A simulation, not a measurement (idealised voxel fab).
Name of the process module below: voxel self aligned vias
The figure presents cross-section cut, which has a width of 145 nm and is divided into square cells with an edge length of 5 nm.
Bands, listed from the top down, are how a cross-section gets written in this document; the cross-section itself is a grid of square cells, and a band is one or more rows of them. The entry gives the band's vertical extent as a top height and a bottom height in nm, then its horizontal make-up as materials from left to right, each with a width in nm. "air" stands for empty space; a single material marked "full width" fills the band edge to edge. Heads up on the height convention: 0 is the point under which the incoming wafer is all one material, and the lowest band has no bottom, it just keeps going down, like "0 and below". Top row gets the first number, bottom row gets the second, and each row in between changes by the same step: that is how a band width like "30 to 40" works. "no modification" after a step means that no cell of the cross-section changed. The label "Listed closed voids" introduces a list of the empty spaces, 8 cells or larger, that have no open way up to the top; each entry in it reads width x height at distance, where the distance is taken from the left edge and all three are stated in nm. Read whatever lies past the settings on a step's line as the simulator's own remark about the step. You can add "overlay nm" to a step's line. For a step with a mask, it describes how far the mask lay to the right of its planned position, and a negative number describes a lay to the left.

## List of planned process steps
1 op RECEIVE | material Si
2 op CONFORMAL_DEP | material SiO2 | thk nm 10
3 op CONFORMAL_DEP | material SiCN | thk nm 5
4 op DIRECTIONAL_DEP | material SiO2 | thk nm 30
5 op MASKED_ETCH | tone open | mask id LINES | width nm 30 | pitch nm 55 | etch materials SiO2 | depth nm 30 | overlay nm 0
6 op CONFORMAL_DEP | material TiN | thk nm 5
7 op FILL_DEP | material W | thk nm 5
8 op CMP | height nm 45
9 op SELECTIVE_ETCH | etch materials W Ru TiN | depth nm 5
10 op FILL_DEP | material SiN | thk nm 5
11 op CMP | height nm 45
12 op DIRECTIONAL_DEP | material SiO2 | thk nm 15
13 op MASKED_ETCH | tone open | mask id VIAS | width nm 40 | etch materials SiO2 | depth nm 15 | overlay nm 0
14 op MASKED_ETCH | tone open | mask id VIAS | width nm 40 | etch materials SiN | depth nm 5 | overlay nm 0
15 op CONFORMAL_DEP | material TiN | thk nm 5
16 op FILL_DEP | material Ru | thk nm 5
17 op CMP | height nm 60
18 op CONFORMAL_DEP | material SiN | thk nm 5

## This is the cross-section of the wafer as we received it, i.e. after step 1
    0 and below  Si full width
    Listed closed voids: none

## Post-module cross-section: identical start and plan to those above, one misstep in execution
    65 down to 60  SiN full width
    60 down to 45  25 of SiO2 / 5 of TiN / 30 of Ru / 5 of TiN / 80 of SiO2
    45 down to 40  25 of SiN / 40 of TiN / 80 of SiN
    40 down to 15  30 of SiO2 / 5 of TiN / 20 of W / 5 of TiN / 25 of SiO2 / 5 of TiN / 20 of W / 5 of TiN / 30 of SiO2
    15 down to 10  30 of SiO2 / 30 of TiN / 25 of SiO2 / 30 of TiN / 30 of SiO2
    10 down to 0  SiO2 full width
    0 and below  Si full width
    Listed closed voids: none
What went wrong in running the wafer? no execution of plan step 3; skipped
